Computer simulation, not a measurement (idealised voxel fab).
Process module name: voxel wiring stack
The figure presents cross-section cut, which has a width of 200 nm and is divided into square cells with an edge length of 5 nm.
Heads up, the way a cross-section reads in here is a grid of square cells, handed over as bands from the top down, with every band being one or more rows of cells.
Basically the band line says how high the top is and how high the bottom is, in nm, and then what's in it from left to right, every material with its width in nm. Empty space shows up as "air", and if a single material carries "all across" it runs the full band edge to edge.
Heights from 0 (as-received wafer is one material below). Bottom band endless downward, as "top 0, no bottom".
Width: "30->40" (first number = top row, second number = bottom row, same change from row to row of cells).
Step note "no change occurred" = no cross-section cell changed.
For the entry "Listed closed voids", the listed items are empty spaces with no open way to the top whose size is 8 cells or more; each item follows the pattern width x height at distance, where distance is from the left edge and all three are in nm.
Past the settings on a step's line: simulator remark, on that step.
overlay nm: for a step with a mask, the amount by which the mask lay right of where it was planned; a negative amount means left of it.

Intended process steps:
1,RECEIVE with material Si
2,CONFORMAL_DEP with material SiO2, thk nm 15
3,CONFORMAL_DEP with material SiN, thk nm 5
4,DIRECTIONAL_DEP with material lowk, thk nm 25
5,DIRECTIONAL_DEP with material aC, thk nm 10
6,PATTERN with tone open, mask id METAL_1, material resist, width nm 25, pitch nm 45, thk nm 30, overlay nm 0
7,DIRECTIONAL_ETCH with etch materials aC, depth nm 10
8,STRIP with etch materials resist
9,DIRECTIONAL_ETCH with etch materials lowk, depth nm 25
10,DIRECTIONAL_ETCH with etch materials SiN, depth nm 5
11,STRIP with etch materials aC
12,CONFORMAL_DEP with material TiN, thk nm 5
13,FILL_DEP with material Ru, thk nm 5
14,CMP with height nm 45
15,CONFORMAL_DEP with material SiCN, thk nm 5
16,DIRECTIONAL_DEP with material SiO2, thk nm 15
17,MASKED_ETCH with tone open, mask id PLUG_1, width nm 15, pitch nm 45, etch materials SiO2, depth nm 15, overlay nm 0
18,MASKED_ETCH with tone open, mask id PLUG_1, width nm 15, pitch nm 45, etch materials SiCN, depth nm 5, overlay nm 0
19,EPI with material Ru, thk nm 10
20,EPI with material Ru, thk nm 10
21,CONFORMAL_DEP with material SiN, thk nm 5
22,DIRECTIONAL_DEP with material lowk, thk nm 20
23,MASKED_ETCH with tone open, mask id METAL_2, width nm 25, pitch nm 45, etch materials lowk, depth nm 20, overlay nm 0
24,MASKED_ETCH with tone open, mask id METAL_2, width nm 25, pitch nm 45, etch materials SiN, depth nm 5, overlay nm 0
25,CONFORMAL_DEP with material TiN, thk nm 5
26,FILL_DEP with material Ru, thk nm 10
27,CMP with height nm 90
28,CONFORMAL_DEP with material SiCN, thk nm 5
29,DIRECTIONAL_DEP with material SiO2, thk nm 10
30,MASKED_ETCH with tone open, mask id PLUG_2, width nm 15, etch materials SiO2, depth nm 10, overlay nm 0
31,MASKED_ETCH with tone open, mask id PLUG_2, width nm 15, etch materials SiCN, depth nm 5, overlay nm 0
32,EPI with material Ru, thk nm 10
33,EPI with material Ru, thk nm 5
34,CONFORMAL_DEP with material SiN, thk nm 5
35,DIRECTIONAL_DEP with material lowk, thk nm 20
36,DIRECTIONAL_DEP with material aC, thk nm 15
37,PATTERN with tone open, mask id METAL_3, material resist, width nm 25, pitch nm 45, thk nm 30, overlay nm 0
38,DIRECTIONAL_ETCH with etch materials aC, depth nm 15
39,STRIP with etch materials resist
40,DIRECTIONAL_ETCH with etch materials lowk, depth nm 20
41,DIRECTIONAL_ETCH with etch materials SiN, depth nm 5
42,STRIP with etch materials aC
43,CONFORMAL_DEP with material TiN, thk nm 5
44,FILL_DEP with material Ru, thk nm 5
45,CMP with height nm 130
46,CONFORMAL_DEP with material SiCN, thk nm 5

Cross-section of the wafer at receipt, which is the condition after step 1:
  top 0, no bottom | Si all across
  Listed closed voids: none

Same starting wafer, same plan as above, one mistake in the execution; this is the cross-section at the end of the module:
  top 135, bottom 130 | SiCN all across
  top 130, bottom 110 | lowk 65, TiN 5, Ru 15, TiN 5, lowk 20, TiN 5, Ru 15, TiN 5, lowk 65
  top 110, bottom 105 | SiN 65, TiN 25, SiN 20, TiN 25, SiN 65
  top 105, bottom 95 | SiO2 65, Ru 15, SiO2 120
  top 95, bottom 90 | SiCN 65, Ru 15, SiCN 120
  top 90, bottom 70 | lowk 65, SiCN 5, Ru 15, SiCN 5, lowk 20, SiCN 5, Ru 15, SiCN 5, lowk 65
  top 70, bottom 65 | SiN 65, SiCN 25, SiN 20, SiCN 25, SiN 65
  top 65, bottom 50 | SiO2 65, Ru 15, SiO2 30, Ru 15, SiO2 75
  top 50, bottom 45 | SiCN 65, Ru 15, SiCN 30, Ru 15, SiCN 75
  top 45, bottom 20 | lowk 65, TiN 5, Ru 15, TiN 5, lowk 20, TiN 5, Ru 15, TiN 5, lowk 65
  top 20, bottom 15 | SiN 65, TiN 25, SiN 20, TiN 25, SiN 65
  top 15, bottom 0 | SiO2 all across
  top 0, no bottom | Si all across
  Listed closed voids: none
Where did the run depart from the plan? it should be noted that step 25 was executed with settings other than those planned, the operation and settings actually applied being CONFORMAL_DEP with material SiCN, thk nm 5
